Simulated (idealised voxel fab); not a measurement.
Process module in this document: voxel wiring stack
Section shown: cut. Width: 245 nm. Cell size: 5 nm, square.
Bands, listed from the top down, are how a cross-section gets written in this document; the cross-section itself is a grid of square cells, and a band is one or more rows of them.
Within each band entry, the heights of the top and of the bottom of the band appear first, in that order and in nm; the materials of the band then follow from left to right, each with its corresponding width in nm. The designation "full width" on a single material indicates that it fills the band from edge to edge; the designation "air" indicates empty space.
Heights from 0 (as-received wafer is one material below). Bottom band endless downward, as "from 0 down".
Read "30->40" as a graded width: first number on top, second number at the bottom, same change between each pair of neighbouring rows.
"no change" (step): cross-section cells unchanged, all of them.
Under "Fully closed voids" you'll find the enclosed gaps, the ones with no way out to the top, that are 8 cells or bigger; each reads width x height at distance, with distance counted from the left edge, everything in nm.
Text after the settings on a step's line: the simulator's own remark on that step.
overlay nm, on a step with a mask: how far to the right of its planned place the mask lay; to the left if negative

### So here's the lineup of process steps we planned
- 1: RECEIVE (material Si)
- 2: CONFORMAL_DEP (material SiO2; thk nm 10)
- 3: CONFORMAL_DEP (material SiN; thk nm 5)
- 4: DIRECTIONAL_DEP (material lowk; thk nm 20)
- 5: PATTERN (tone open; mask id METAL_1; material resist; width nm 30; pitch nm 45; thk nm 15; overlay nm 0)
- 6: DIRECTIONAL_ETCH (etch materials lowk; depth nm 20)
- 7: DIRECTIONAL_ETCH (etch materials SiN; depth nm 5)
- 8: STRIP (etch materials resist)
- 9: CONFORMAL_DEP (material TiN; thk nm 5)
- 10: FILL_DEP (material Ru; thk nm 5)
- 11: CMP (height nm 35)
- 12: EPI (material Ru; thk nm 5)
- 13: FILL_DEP (material SiCN; thk nm 5)
- 14: DIRECTIONAL_DEP (material lowk; thk nm 35)
- 15: DIRECTIONAL_DEP (material aC; thk nm 10)
- 16: PATTERN (tone open; mask id METAL_2; material resist; width nm 30; pitch nm 45; thk nm 25; overlay nm 0)
- 17: DIRECTIONAL_ETCH (etch materials aC; depth nm 10)
- 18: STRIP (etch materials resist)
- 19: DIRECTIONAL_ETCH (etch materials lowk; depth nm 20)
- 20: STRIP (etch materials aC)
- 21: DIRECTIONAL_DEP (material aC; thk nm 10)
- 22: PATTERN (tone open; mask id METAL_2_HOLES; material resist; width nm 15; thk nm 30; overlay nm 0)
- 23: DIRECTIONAL_ETCH (etch materials aC; depth nm 10)
- 24: STRIP (etch materials resist)
- 25: DIRECTIONAL_ETCH (etch materials lowk; depth nm 15)
- 26: DIRECTIONAL_ETCH (etch materials SiCN; depth nm 5)
- 27: STRIP (etch materials aC)
- 28: CONFORMAL_DEP (material TiN; thk nm 5)
- 29: FILL_DEP (material Cu; thk nm 5)
- 30: CMP (height nm 80)
- 31: CONFORMAL_DEP (material SiCN; thk nm 5)

### first wafer, as planned

### So this is the incoming wafer in cross-section - it's already been through step 1
from 0 down: Si full width
Fully closed voids: none

### Cross-section of the wafer after step 2
from 10 to 0: SiO2 full width
Note: structure below 0 unchanged.

### Cross-section of the wafer after step 3
from 15 to 10: SiN full width
Note: structure below 10 unchanged.

### Cross-section of the wafer after step 4
from 35 to 15: lowk full width
Note: structure below 15 unchanged.

### Cross-section of the wafer after step 5
from 50 to 35: resist (85), then air (30), then resist (15), then air (30), then resist (85)
Note: structure below 35 unchanged.

### Cross-section of the wafer after step 6
from 50 to 35: resist (85), then air (30), then resist (15), then air (30), then resist (85)
from 35 to 15: lowk (85), then air (30), then lowk (15), then air (30), then lowk (85)
Note: structure below 15 unchanged.

### Cross-section of the wafer after step 7
from 50 to 35: resist (85), then air (30), then resist (15), then air (30), then resist (85)
from 35 to 15: lowk (85), then air (30), then lowk (15), then air (30), then lowk (85)
from 15 to 10: SiN (85), then air (30), then SiN (15), then air (30), then SiN (85)
Note: structure below 10 unchanged.

### Cross-section of the wafer after step 8
from 35 to 15: lowk (85), then air (30), then lowk (15), then air (30), then lowk (85)
Note: structure below 15 unchanged.

### Cross-section of the wafer after step 9
from 40 to 35: TiN (90), then air (20), then TiN (25), then air (20), then TiN (90)
from 35 to 15: lowk (85), then TiN (5), then air (20), then TiN (5), then lowk (15), then TiN (5), then air (20), then TiN (5), then lowk (85)
from 15 to 10: SiN (85), then TiN (30), then SiN (15), then TiN (30), then SiN (85)
Note: structure below 10 unchanged.

### Cross-section of the wafer after step 10
from 45 to 40: Ru full width
from 40 to 35: TiN (90), then Ru (20), then TiN (25), then Ru (20), then TiN (90)
from 35 to 15: lowk (85), then TiN (5), then Ru (20), then TiN (5), then lowk (15), then TiN (5), then Ru (20), then TiN (5), then lowk (85)
Note: structure below 15 unchanged.

### Cross-section of the wafer after step 11
from 35 to 15: lowk (85), then TiN (5), then Ru (20), then TiN (5), then lowk (15), then TiN (5), then Ru (20), then TiN (5), then lowk (85)
Note: structure below 15 unchanged.

### Cross-section of the wafer after step 12
from 40 to 35: air (80), then Ru (40), then air (5), then Ru (40), then air (80)
Note: structure below 35 unchanged.

### Cross-section of the wafer after step 13
from 45 to 40: SiCN full width
from 40 to 35: SiCN (80), then Ru (40), then SiCN (5), then Ru (40), then SiCN (80)
Note: structure below 35 unchanged.

### Cross-section of the wafer after step 14
from 80 to 45: lowk full width
Note: structure below 45 unchanged.

### Cross-section of the wafer after step 15
from 90 to 80: aC full width
Note: structure below 80 unchanged.

### Cross-section of the wafer after step 16
from 115 to 90: resist (85), then air (30), then resist (15), then air (30), then resist (85)
Note: structure below 90 unchanged.

### Cross-section of the wafer after step 17
from 105 to 90: resist (85), then air (30), then resist (15), then air (30), then resist (85)
from 90 to 80: aC (85), then air (30), then aC (15), then air (30), then aC (85)
Note: structure below 80 unchanged.

### Cross-section of the wafer after step 18
from 90 to 80: aC (85), then air (30), then aC (15), then air (30), then aC (85)
Note: structure below 80 unchanged.

### Cross-section of the wafer after step 19
from 90 to 80: aC (85), then air (30), then aC (15), then air (30), then aC (85)
from 80 to 60: lowk (85), then air (30), then lowk (15), then air (30), then lowk (85)
Note: structure below 60 unchanged.

### Cross-section of the wafer after step 20
from 80 to 60: lowk (85), then air (30), then lowk (15), then air (30), then lowk (85)
Note: structure below 60 unchanged.

### Cross-section of the wafer after step 21
from 90 to 80: aC (85), then air (30), then aC (15), then air (30), then aC (85)
from 80 to 70: lowk (85), then air (30), then lowk (15), then air (30), then lowk (85)
from 70 to 60: lowk (85), then aC (30), then lowk (15), then aC (30), then lowk (85)
Note: structure below 60 unchanged.

### Cross-section of the wafer after step 22
from 120 to 90: resist (85), then air (15), then resist (145)
from 90 to 80: aC (85), then air (15), then resist (15), then aC (15), then resist (30), then aC (85)
from 80 to 70: lowk (85), then air (15), then resist (15), then lowk (15), then resist (30), then lowk (85)
Note: structure below 70 unchanged.

### Cross-section of the wafer after step 23
from 110 to 90: resist (85), then air (15), then resist (145)
from 90 to 80: aC (85), then air (15), then resist (15), then aC (15), then resist (30), then aC (85)
from 80 to 70: lowk (85), then air (15), then resist (15), then lowk (15), then resist (30), then lowk (85)
from 70 to 60: lowk (85), then air (15), then aC (15), then lowk (15), then aC (30), then lowk (85)
Note: structure below 60 unchanged.

### Cross-section of the wafer after step 24
from 90 to 80: aC (85), then air (30), then aC (15), then air (30), then aC (85)
from 80 to 70: lowk (85), then air (30), then lowk (15), then air (30), then lowk (85)
Note: structure below 70 unchanged.

### Cross-section of the wafer after step 25
from 90 to 80: aC (85), then air (30), then aC (15), then air (30), then aC (85)
from 80 to 70: lowk (85), then air (30), then lowk (15), then air (30), then lowk (85)
from 70 to 60: lowk (85), then air (15), then aC (15), then lowk (15), then aC (30), then lowk (85)
from 60 to 45: lowk (85), then air (15), then lowk (145)
Note: structure below 45 unchanged.

### Cross-section of the wafer after step 26
from 90 to 80: aC (85), then air (30), then aC (15), then air (30), then aC (85)
from 80 to 70: lowk (85), then air (30), then lowk (15), then air (30), then lowk (85)
from 70 to 60: lowk (85), then air (15), then aC (15), then lowk (15), then aC (30), then lowk (85)
from 60 to 45: lowk (85), then air (15), then lowk (145)
from 45 to 40: SiCN (85), then air (15), then SiCN (145)
Note: structure below 40 unchanged.

### Cross-section of the wafer after step 27
from 80 to 60: lowk (85), then air (30), then lowk (15), then air (30), then lowk (85)
Note: structure below 60 unchanged.

### Cross-section of the wafer after step 28
from 85 to 80: TiN (90), then air (20), then TiN (25), then air (20), then TiN (90)
from 80 to 65: lowk (85), then TiN (5), then air (20), then TiN (5), then lowk (15), then TiN (5), then air (20), then TiN (5), then lowk (85)
from 65 to 60: lowk (85), then TiN (5), then air (5), then TiN (20), then lowk (15), then TiN (30), then lowk (85)
from 60 to 45: lowk (85), then TiN (5), then air (5), then TiN (5), then lowk (145)
from 45 to 40: SiCN (85), then TiN (15), then SiCN (145)
Note: structure below 40 unchanged.

### Cross-section of the wafer after step 29
from 90 to 85: Cu full width
from 85 to 80: TiN (90), then Cu (20), then TiN (25), then Cu (20), then TiN (90)
from 80 to 65: lowk (85), then TiN (5), then Cu (20), then TiN (5), then lowk (15), then TiN (5), then Cu (20), then TiN (5), then lowk (85)
from 65 to 60: lowk (85), then TiN (5), then Cu (5), then TiN (20), then lowk (15), then TiN (30), then lowk (85)
from 60 to 45: lowk (85), then TiN (5), then Cu (5), then TiN (5), then lowk (145)
Note: structure below 45 unchanged.

### Cross-section of the wafer after step 30
from 80 to 65: lowk (85), then TiN (5), then Cu (20), then TiN (5), then lowk (15), then TiN (5), then Cu (20), then TiN (5), then lowk (85)
Note: structure below 65 unchanged.

### Cross-section of the wafer after step 31
from 85 to 80: SiCN full width
Note: structure below 80 unchanged.

### Notes, second wafer: start = first wafer's, plan = first wafer's, execution had one mistake; history identical to first through step 2

### Cross-section, second wafer, at the end time the plan gives for step 3
from 15 to 10: SiCN full width
Note: structure below 10 unchanged.

### Cross-section, second wafer, at the end time the plan gives for step 4
from 35 to 15: lowk full width
Note: structure below 15 unchanged.

### Cross-section, second wafer, at the end time the plan gives for step 5
from 50 to 35: resist (85), then air (30), then resist (15), then air (30), then resist (85)
Note: structure below 35 unchanged.

### Cross-section, second wafer, at the end time the plan gives for step 6
from 50 to 35: resist (85), then air (30), then resist (15), then air (30), then resist (85)
from 35 to 15: lowk (85), then air (30), then lowk (15), then air (30), then lowk (85)
Note: structure below 15 unchanged.

Cross-section, second wafer, at the end time the plan gives for step 7: no change

### Cross-section, second wafer, at the end time the plan gives for step 8
from 35 to 15: lowk (85), then air (30), then lowk (15), then air (30), then lowk (85)
Note: structure below 15 unchanged.

### Cross-section, second wafer, at the end time the plan gives for step 9
from 40 to 35: TiN (90), then air (20), then TiN (25), then air (20), then TiN (90)
from 35 to 20: lowk (85), then TiN (5), then air (20), then TiN (5), then lowk (15), then TiN (5), then air (20), then TiN (5), then lowk (85)
from 20 to 15: lowk (85), then TiN (30), then lowk (15), then TiN (30), then lowk (85)
Note: structure below 15 unchanged.

### Cross-section, second wafer, at the end time the plan gives for step 10
from 45 to 40: Ru full width
from 40 to 35: TiN (90), then Ru (20), then TiN (25), then Ru (20), then TiN (90)
from 35 to 20: lowk (85), then TiN (5), then Ru (20), then TiN (5), then lowk (15), then TiN (5), then Ru (20), then TiN (5), then lowk (85)
Note: structure below 20 unchanged.

### Cross-section, second wafer, at the end time the plan gives for step 11
from 35 to 20: lowk (85), then TiN (5), then Ru (20), then TiN (5), then lowk (15), then TiN (5), then Ru (20), then TiN (5), then lowk (85)
Note: structure below 20 unchanged.

### Cross-section, second wafer, at the end time the plan gives for step 12
from 40 to 35: air (80), then Ru (40), then air (5), then Ru (40), then air (80)
Note: structure below 35 unchanged.

### Cross-section, second wafer, at the end time the plan gives for step 13
from 45 to 40: SiCN full width
from 40 to 35: SiCN (80), then Ru (40), then SiCN (5), then Ru (40), then SiCN (80)
Note: structure below 35 unchanged.

### Cross-section, second wafer, at the end time the plan gives for step 14
from 80 to 45: lowk full width
Note: structure below 45 unchanged.

### Cross-section, second wafer, at the end time the plan gives for step 15
from 90 to 80: aC full width
Note: structure below 80 unchanged.

### Cross-section, second wafer, at the end time the plan gives for step 16
from 115 to 90: resist (85), then air (30), then resist (15), then air (30), then resist (85)
Note: structure below 90 unchanged.

### Cross-section, second wafer, at the end time the plan gives for step 17
from 105 to 90: resist (85), then air (30), then resist (15), then air (30), then resist (85)
from 90 to 80: aC (85), then air (30), then aC (15), then air (30), then aC (85)
Note: structure below 80 unchanged.

### Cross-section, second wafer, at the end time the plan gives for step 18
from 90 to 80: aC (85), then air (30), then aC (15), then air (30), then aC (85)
Note: structure below 80 unchanged.

### Cross-section, second wafer, at the end time the plan gives for step 19
from 90 to 80: aC (85), then air (30), then aC (15), then air (30), then aC (85)
from 80 to 60: lowk (85), then air (30), then lowk (15), then air (30), then lowk (85)
Note: structure below 60 unchanged.

### Cross-section, second wafer, at the end time the plan gives for step 20
from 80 to 60: lowk (85), then air (30), then lowk (15), then air (30), then lowk (85)
Note: structure below 60 unchanged.

### Cross-section, second wafer, at the end time the plan gives for step 21
from 90 to 80: aC (85), then air (30), then aC (15), then air (30), then aC (85)
from 80 to 70: lowk (85), then air (30), then lowk (15), then air (30), then lowk (85)
from 70 to 60: lowk (85), then aC (30), then lowk (15), then aC (30), then lowk (85)
Note: structure below 60 unchanged.

### Cross-section, second wafer, at the end time the plan gives for step 22
from 120 to 90: resist (85), then air (15), then resist (145)
from 90 to 80: aC (85), then air (15), then resist (15), then aC (15), then resist (30), then aC (85)
from 80 to 70: lowk (85), then air (15), then resist (15), then lowk (15), then resist (30), then lowk (85)
Note: structure below 70 unchanged.

### Cross-section, second wafer, at the end time the plan gives for step 23
from 110 to 90: resist (85), then air (15), then resist (145)
from 90 to 80: aC (85), then air (15), then resist (15), then aC (15), then resist (30), then aC (85)
from 80 to 70: lowk (85), then air (15), then resist (15), then lowk (15), then resist (30), then lowk (85)
from 70 to 60: lowk (85), then air (15), then aC (15), then lowk (15), then aC (30), then lowk (85)
Note: structure below 60 unchanged.

### Cross-section, second wafer, at the end time the plan gives for step 24
from 90 to 80: aC (85), then air (30), then aC (15), then air (30), then aC (85)
from 80 to 70: lowk (85), then air (30), then lowk (15), then air (30), then lowk (85)
Note: structure below 70 unchanged.

### Cross-section, second wafer, at the end time the plan gives for step 25
from 90 to 80: aC (85), then air (30), then aC (15), then air (30), then aC (85)
from 80 to 70: lowk (85), then air (30), then lowk (15), then air (30), then lowk (85)
from 70 to 60: lowk (85), then air (15), then aC (15), then lowk (15), then aC (30), then lowk (85)
from 60 to 45: lowk (85), then air (15), then lowk (145)
Note: structure below 45 unchanged.

### Cross-section, second wafer, at the end time the plan gives for step 26
from 90 to 80: aC (85), then air (30), then aC (15), then air (30), then aC (85)
from 80 to 70: lowk (85), then air (30), then lowk (15), then air (30), then lowk (85)
from 70 to 60: lowk (85), then air (15), then aC (15), then lowk (15), then aC (30), then lowk (85)
from 60 to 45: lowk (85), then air (15), then lowk (145)
from 45 to 40: SiCN (85), then air (15), then SiCN (145)
Note: structure below 40 unchanged.

### Cross-section, second wafer, at the end time the plan gives for step 27
from 80 to 60: lowk (85), then air (30), then lowk (15), then air (30), then lowk (85)
Note: structure below 60 unchanged.

### Cross-section, second wafer, at the end time the plan gives for step 28
from 85 to 80: TiN (90), then air (20), then TiN (25), then air (20), then TiN (90)
from 80 to 65: lowk (85), then TiN (5), then air (20), then TiN (5), then lowk (15), then TiN (5), then air (20), then TiN (5), then lowk (85)
from 65 to 60: lowk (85), then TiN (5), then air (5), then TiN (20), then lowk (15), then TiN (30), then lowk (85)
from 60 to 45: lowk (85), then TiN (5), then air (5), then TiN (5), then lowk (145)
from 45 to 40: SiCN (85), then TiN (15), then SiCN (145)
Note: structure below 40 unchanged.

### Cross-section, second wafer, at the end time the plan gives for step 29
from 90 to 85: Cu full width
from 85 to 80: TiN (90), then Cu (20), then TiN (25), then Cu (20), then TiN (90)
from 80 to 65: lowk (85), then TiN (5), then Cu (20), then TiN (5), then lowk (15), then TiN (5), then Cu (20), then TiN (5), then lowk (85)
from 65 to 60: lowk (85), then TiN (5), then Cu (5), then TiN (20), then lowk (15), then TiN (30), then lowk (85)
from 60 to 45: lowk (85), then TiN (5), then Cu (5), then TiN (5), then lowk (145)
Note: structure below 45 unchanged.

### Cross-section, second wafer, at the end time the plan gives for step 30
from 80 to 65: lowk (85), then TiN (5), then Cu (20), then TiN (5), then lowk (15), then TiN (5), then Cu (20), then TiN (5), then lowk (85)
Note: structure below 65 unchanged.

### Cross-section, second wafer, at the end time the plan gives for step 31
from 85 to 80: SiCN full width
Note: structure below 80 unchanged.
Error vs. plan: step 3 ran as: CONFORMAL_DEP (material SiCN; thk nm 5)
Wafer comparison, final, in cells, second relative to first, materials more or fewer: Ru: 8 fewer, SiCN: 49 more, SiN: 37 fewer, TiN: 4 fewer
